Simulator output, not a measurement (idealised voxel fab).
The following process module bears the name voxel ribs on slabs.
Shown is cross-section cut, with a width of 290 nm and square cells of size 5 nm.
A cross-section is a grid of square cells, given in bands from the top down. A band is one or more rows of cells.
First you get the band's top height and its bottom height, in nm, and then the materials it's made of, left to right, with each width in nm. If you see a single material with "everywhere", that one covers the band edge to edge. "blank" is empty space.
Note: height 0 marks the level under which the wafer is uniformly one material as received. Lowest band unbounded below, written "0 and below".
Think of "30 to 40" as a width that walks from the first number to the second as you go down the band, top row to bottom row, taking equal-sized steps from row to row.
"no modifications" for a step: no cell of the cross-section changed in that step.
Look at "Enclosed internal cavities" for the closed voids: empty spaces with no open path to the top, sized 8 cells or up. Each is width x height at distance, distance from the left edge, all nm.
That trailing text on a step's line, after the settings, is the simulator's own remark on the step.
overlay nm: for a step with a mask, the amount by which the mask lay right of where it was planned; a negative amount means left of it.
List of planned process steps:
step 1: RECEIVE with material Si
step 2: DIRECTIONAL_DEP with material SiO2, thk nm 30
step 3: DIRECTIONAL_DEP with material polySi, thk nm 20
step 4: MASKED_ETCH with tone cover, mask id RIB, width nm 25, etch materials polySi, depth nm 5, overlay nm 0
step 5: PATTERN with tone cover, mask id SLAB, material resist, width nm 55, thk nm 15, overlay nm 0
step 6: DIRECTIONAL_ETCH with etch materials polySi, depth nm 15
step 7: STRIP with etch materials resist
step 8: FILL_DEP with material SiO2, thk nm 20
step 9: CMP with height nm 60
step 10: DIRECTIONAL_DEP with material W, thk nm 5
step 11: MASKED_ETCH with tone cover, mask id HEATER, width nm 35, etch materials W, depth nm 5, overlay nm 0
step 12: CONFORMAL_DEP with material SiN, thk nm 10
First of two wafers - as planned:
Cross-section: wafer on arrival = after step 1:
* 0 and below | Si everywhere
* Enclosed internal cavities: none
Cross-section of the wafer after step 2:
* 30 down to 0 | SiO2 everywhere
* Lower than 0, everything is as it was.
Cross-section of the wafer after step 3:
* 50 down to 30 | polySi everywhere
* Lower than 30, everything is as it was.
Cross-section of the wafer after step 4:
* 50 down to 45 | blank=130, then polySi=25, then blank=135
* Lower than 45, everything is as it was.
Cross-section of the wafer after step 5:
* 65 down to 50 | blank=115, then resist=55, then blank=120
* 50 down to 45 | blank=115, then resist=15, then polySi=25, then resist=15, then blank=120
* Lower than 45, everything is as it was.
Cross-section of the wafer after step 6:
* 65 down to 50 | blank=115, then resist=55, then blank=120
* 50 down to 45 | blank=115, then resist=15, then polySi=25, then resist=15, then blank=120
* 45 down to 30 | blank=115, then polySi=55, then blank=120
* Lower than 30, everything is as it was.
Cross-section of the wafer after step 7:
* 50 down to 45 | blank=130, then polySi=25, then blank=135
* Lower than 45, everything is as it was.
Cross-section of the wafer after step 8:
* 70 down to 50 | SiO2 everywhere
* 50 down to 45 | SiO2=130, then polySi=25, then SiO2=135
* 45 down to 30 | SiO2=115, then polySi=55, then SiO2=120
* Lower than 30, everything is as it was.
Cross-section of the wafer after step 9:
* 60 down to 50 | SiO2 everywhere
* Lower than 50, everything is as it was.
Cross-section of the wafer after step 10:
* 65 down to 60 | W everywhere
* Lower than 60, everything is as it was.
Cross-section of the wafer after step 11:
* 65 down to 60 | blank=125, then W=35, then blank=130
* Lower than 60, everything is as it was.
Cross-section of the wafer after step 12:
* 75 down to 70 | blank=115, then SiN=55, then blank=120
* 70 down to 65 | SiN everywhere
* 65 down to 60 | SiN=125, then W=35, then SiN=130
* Lower than 60, everything is as it was.
It is to be noted that the second wafer proceeded from the same initial state and according to the same plan as the first, although one mistake was committed in its execution; through step 1, inclusive, the two wafers share an identical history:
Look at the second wafer in cross-section at the time step 2 ought to have finished:
* 20 down to 0 | polySi everywhere
* Lower than 0, everything is as it was.
Look at the second wafer in cross-section at the time step 3 ought to have finished:
* 50 down to 20 | SiO2 everywhere
* Lower than 20, everything is as it was.
Look at the second wafer in cross-section at the time step 4 ought to have finished: no modifications
Look at the second wafer in cross-section at the time step 5 ought to have finished:
* 65 down to 50 | blank=115, then resist=55, then blank=120
* Lower than 50, everything is as it was.
Look at the second wafer in cross-section at the time step 6 ought to have finished: no modifications
Look at the second wafer in cross-section at the time step 7 ought to have finished:
* 50 down to 20 | SiO2 everywhere
* Lower than 20, everything is as it was.
Look at the second wafer in cross-section at the time step 8 ought to have finished:
* 70 down to 20 | SiO2 everywhere
* Lower than 20, everything is as it was.
Look at the second wafer in cross-section at the time step 9 ought to have finished:
* 60 down to 20 | SiO2 everywhere
* Lower than 20, everything is as it was.
Look at the second wafer in cross-section at the time step 10 ought to have finished:
* 65 down to 60 | W everywhere
* Lower than 60, everything is as it was.
Look at the second wafer in cross-section at the time step 11 ought to have finished:
* 65 down to 60 | blank=125, then W=35, then blank=130
* Lower than 60, everything is as it was.
Look at the second wafer in cross-section at the time step 12 ought to have finished:
* 75 down to 70 | blank=115, then SiN=55, then blank=120
* 70 down to 65 | SiN everywhere
* 65 down to 60 | SiN=125, then W=35, then SiN=130
* Lower than 60, everything is as it was.
Run error: transposition of steps 2 and 3 relative to the planned sequence
Bottom line after processing is that, in cells, the second wafer is up or down on some materials versus the first: SiO2: 194 fewer, polySi: 194 more
